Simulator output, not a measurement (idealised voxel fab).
Title: Process Module voxel wiring stack
We display cut, a cross-section 280 nm in width whose square cells are each 5 nm.
Cross-section = grid of square cells, listed top down in bands; band = one or more rows.
Look at the band entry: it leads with the top's height and the bottom's height in nm. Then it lists the materials left to right, with a width in nm for each. The word "all across" on a single material says that material fills the band edge to edge. The word "air" is empty space.
Heights from 0 (as-received wafer is one material below). Bottom band endless downward, as "top 0, no bottom".
Width spec "30 to 40" -> top row of cells at first value, bottom row at second value, equal per-row change in between.
No cell of the cross-section changed in a step that is given as "no change occurred".
Reported under the label "Voids, sealed" are the empty spaces having no open way to the top and comprising 8 cells or more; the notation for each is width x height at distance, in which the distance is measured from the left edge and all three values are in nm.
The remark found on a step's line after its settings is issued by the simulator itself and pertains to that step.
"overlay nm" answers the question of how far to the right of plan the mask lay on a step that has a mask, and when it is negative the answer is to the left.

The steps planned for the process are as follows:
1 RECEIVE (material Si)
2 CONFORMAL_DEP (material SiO2; thk nm 10)
3 CONFORMAL_DEP (material SiN; thk nm 5)
4 DIRECTIONAL_DEP (material lowk; thk nm 20)
5 MASKED_ETCH (tone open; mask id METAL_1; width nm 20; pitch nm 50; etch materials lowk; depth nm 20; overlay nm 0)
6 MASKED_ETCH (tone open; mask id METAL_1; width nm 20; pitch nm 50; etch materials SiN; depth nm 5; overlay nm 0)
7 CONFORMAL_DEP (material TiN; thk nm 5)
8 FILL_DEP (material W; thk nm 10)
9 CMP (height nm 35)
10 CONFORMAL_DEP (material SiCN; thk nm 5)
11 DIRECTIONAL_DEP (material SiO2; thk nm 10)
12 DIRECTIONAL_DEP (material aC; thk nm 15)
13 PATTERN (tone open; mask id PLUG_1; material resist; width nm 15; pitch nm 50; thk nm 35; overlay nm 0)
14 DIRECTIONAL_ETCH (etch materials aC; depth nm 15)
15 STRIP (etch materials resist)
16 DIRECTIONAL_ETCH (etch materials SiO2; depth nm 10)
17 DIRECTIONAL_ETCH (etch materials SiCN; depth nm 5)
18 STRIP (etch materials aC)
19 EPI (material Ru; thk nm 10)
20 EPI (material Ru; thk nm 5)
21 DIRECTIONAL_DEP (material TiN; thk nm 5)
22 DIRECTIONAL_DEP (material Ru; thk nm 25)
23 DIRECTIONAL_DEP (material aC; thk nm 10)
24 PATTERN (tone cover; mask id METAL_2; material resist; width nm 20; pitch nm 50; thk nm 25; overlay nm 0)
25 DIRECTIONAL_ETCH (etch materials aC; depth nm 10)
26 STRIP (etch materials resist)
27 DIRECTIONAL_ETCH (etch materials Ru; depth nm 25)
28 DIRECTIONAL_ETCH (etch materials TiN; depth nm 5)
29 STRIP (etch materials aC)
30 FILL_DEP (material lowk; thk nm 10)
31 CMP (height nm 80)
32 CONFORMAL_DEP (material SiN; thk nm 5)

Incoming wafer, cross-sectional view, post step 1:
	top 0, no bottom: Si all across
	Voids, sealed: none

The cross-section shown corresponds to the wafer at the conclusion of the module. The initial structure and the process plan are those presented above; however, one mistake occurred in executing the plan:
	top 85, bottom 80: SiN all across
	top 80, bottom 55: 55 lowk | 20 Ru | 30 lowk | 20 Ru | 30 lowk | 20 Ru | 30 lowk | 20 Ru | 55 lowk
	top 55, bottom 50: 55 lowk | 20 TiN | 30 lowk | 20 TiN | 30 lowk | 20 TiN | 30 lowk | 20 TiN | 55 lowk
	top 50, bottom 40: 45 SiO2 | 15 Ru | 35 SiO2 | 15 Ru | 35 SiO2 | 15 Ru | 35 SiO2 | 15 Ru | 70 SiO2
	top 40, bottom 35: 45 SiCN | 15 Ru | 35 SiCN | 15 Ru | 35 SiCN | 15 Ru | 35 SiCN | 15 Ru | 70 SiCN
	top 35, bottom 15: 55 lowk | 5 TiN | 10 W | 5 TiN | 30 lowk | 5 TiN | 10 W | 5 TiN | 30 lowk | 5 TiN | 10 W | 5 TiN | 30 lowk | 5 TiN | 10 W | 5 TiN | 55 lowk
	top 15, bottom 10: 55 SiN | 20 TiN | 30 SiN | 20 TiN | 30 SiN | 20 TiN | 30 SiN | 20 TiN | 55 SiN
	top 10, bottom 0: SiO2 all across
	top 0, no bottom: Si all across
	Voids, sealed: none
So what did we get wrong on this run? step 13 did not happen as planned, as run it was PATTERN (tone open; mask id PLUG_1; material resist; width nm 15; pitch nm 50; thk nm 35; overlay nm -10)
